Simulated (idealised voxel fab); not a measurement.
process module | voxel tone inversion
cross-section cut | 180 nm wide | cells 5 nm
A cross-section is a grid of square cells, given in bands from the top down. A band is one or more rows of cells.
Each band's line starts with the height of the band's top and of its bottom, in nm. Then come its materials from left to right, each with its width in nm. One material with "throughout" fills the band from edge to edge. "air" is empty space.
Height 0 is the level under which the wafer as received is all one material. The lowest band goes on downwards, as in "0 down".
A width such as "30 to 40" changes by the same amount from each row of cells to the next, from the band's top row to its bottom row.
"no change" after a step means that no cell of the cross-section changed.
closed voids: empty space of 8 cells or more with no open way to the top, each as width x height at its distance from the left edge, in nm
after a step's settings: what the simulator itself notes on the step
overlay nm, on a step with a mask: how far to the right of its planned place the mask lay; to the left if negative
plan
1 op RECEIVE | material Si
2 op CONFORMAL_DEP | material SiCN | thk nm 5
3 op DIRECTIONAL_DEP | material aC | thk nm 15
4 op PATTERN | tone cover | mask id POSTS | material resist | width nm 15 | pitch nm 45 | thk nm 25 | overlay nm 0
5 op DIRECTIONAL_ETCH | etch materials aC | depth nm 15
6 op STRIP | etch materials resist
7 op FILL_DEP | material SiO2 | thk nm 10
8 op CMP | height nm 20
9 op STRIP | etch materials aC
as received, after step 1
  0 down: Si throughout
  closed voids: none
first wafer at the end, as planned
  20 to 5: SiO2 60 | air 15 | SiO2 30 | air 15 | SiO2 60
  5 to 0: SiCN throughout
  0 down: Si throughout
  closed voids: none
second wafer at the end: like start, like plan, one mistake
  20 to 0: SiCN throughout
  0 down: Si throughout
  closed voids: none
what went wrong: step 3 ran as: op DIRECTIONAL_DEP | material SiCN | thk nm 15
at the end the second wafer has, in cells: 108 more of SiCN | 90 fewer of SiO2
